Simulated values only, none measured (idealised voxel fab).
process module | voxel ribs on slabs
cross-section cut | 185 nm wide | cells 5 nm
A cross-section is a grid of square cells, given in bands from the top down. A band is one or more rows of cells.
Each band's line starts with the height of the band's top and of its bottom, in nm. Then come its materials from left to right, each with its width in nm. One material with "throughout" fills the band from edge to edge. "air" is empty space.
Height 0 is the level under which the wafer as received is all one material. The lowest band goes on downwards, as in "0 down".
A width such as "30 to 40" changes by the same amount from each row of cells to the next, from the band's top row to its bottom row.
"no change" after a step means that no cell of the cross-section changed.
closed voids: empty space of 8 cells or more with no open way to the top, each as width x height at its distance from the left edge, in nm
after a step's settings: what the simulator itself notes on the step
overlay nm, on a step with a mask: how far to the right of its planned place the mask lay; to the left if negative
plan
1 op RECEIVE | material Si
2 op DIRECTIONAL_DEP | material SiO2 | thk nm 20
3 op DIRECTIONAL_DEP | material SiN | thk nm 15
4 op PATTERN | tone cover | mask id RIB | material resist | width nm 15 | thk nm 20 | overlay nm 0
5 op DIRECTIONAL_ETCH | etch materials SiN | depth nm 5
6 op STRIP | etch materials resist
7 op DIRECTIONAL_DEP | material aC | thk nm 10
8 op PATTERN | tone cover | mask id SLAB | material resist | width nm 65 | thk nm 30 | overlay nm 0
9 op DIRECTIONAL_ETCH | etch materials aC | depth nm 10
10 op STRIP | etch materials resist
11 op DIRECTIONAL_ETCH | etch materials SiN | depth nm 10
12 op STRIP | etch materials aC
13 op FILL_DEP | material SiO2 | thk nm 20
14 op CMP | height nm 50
15 op DIRECTIONAL_DEP | material TiN | thk nm 5
16 op DIRECTIONAL_DEP | material aC | thk nm 15
17 op PATTERN | tone cover | mask id HEATER | material resist | width nm 25 | thk nm 30 | overlay nm 0
18 op DIRECTIONAL_ETCH | etch materials aC | depth nm 15
19 op STRIP | etch materials resist
20 op DIRECTIONAL_ETCH | etch materials TiN | depth nm 5
21 op STRIP | etch materials aC
22 op CONFORMAL_DEP | material SiO2 | thk nm 5
as received, after step 1
  0 down: Si throughout
  closed voids: none
a wafer at the end: this start, this plan, one mistake
  60 to 55: air 75 | SiO2 35 | air 75
  55 to 50: SiO2 80 | TiN 25 | SiO2 80
  50 to 0: SiO2 throughout
  0 down: Si throughout
  closed voids: none
what went wrong: step 3 ran as: op DIRECTIONAL_DEP | material SiO2 | thk nm 15
